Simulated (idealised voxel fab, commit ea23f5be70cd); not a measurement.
process module | voxel lift off
cross-section cut | 215 nm wide | cells 5 nm
A cross-section is a grid of square cells, given in bands from the top down. A band is one or more rows of cells.
Each band's line starts with the height of the band's top and of its bottom, in nm. Then come its materials from left to right, each with its width in nm. One material with "throughout" fills the band from edge to edge. "air" is empty space.
Height 0 is the level under which the wafer as received is all one material. The lowest band goes on downwards, as in "0 down".
A width such as "30 to 40" changes by the same amount from each row of cells to the next, from the band's top row to its bottom row.
"no change" after a step means that no cell of the cross-section changed.
closed voids: empty space of 8 cells or more with no open way to the top, each as width x height at its distance from the left edge, in nm
after a step's settings: what the simulator itself notes on the step
overlay nm, on a step with a mask: how far to the right of its planned place the mask lay; to the left if negative
plan
1 op RECEIVE | material Si
2 op CONFORMAL_DEP | material Al2O3 | thk nm 10
3 op PATTERN | tone open | mask id LINES | material resist | width nm 25 | pitch nm 45 | thk nm 25 | overlay nm 0
4 op DIRECTIONAL_DEP | material Ru | thk nm 15
5 op STRIP | etch materials resist
6 op CONFORMAL_DEP | material SiCN | thk nm 5
as received, after step 1
  0 down: Si throughout
  closed voids: none
a wafer at the end: this start, this plan, one mistake
  20 to 15: air 20 | SiCN 35 | air 10 | SiCN 35 | air 10 | SiCN 35 | air 10 | SiCN 35 | air 25
  15 to 5: air 20 | SiCN 5 | Ru 25 | SiCN 5 | air 10 | SiCN 5 | Ru 25 | SiCN 5 | air 10 | SiCN 5 | Ru 25 | SiCN 5 | air 10 | SiCN 5 | Ru 25 | SiCN 5 | air 25
  5 to 0: SiCN 25 | Ru 25 | SiCN 20 | Ru 25 | SiCN 20 | Ru 25 | SiCN 20 | Ru 25 | SiCN 30
  0 down: Si throughout
  closed voids: none
what went wrong: step 2 was left out
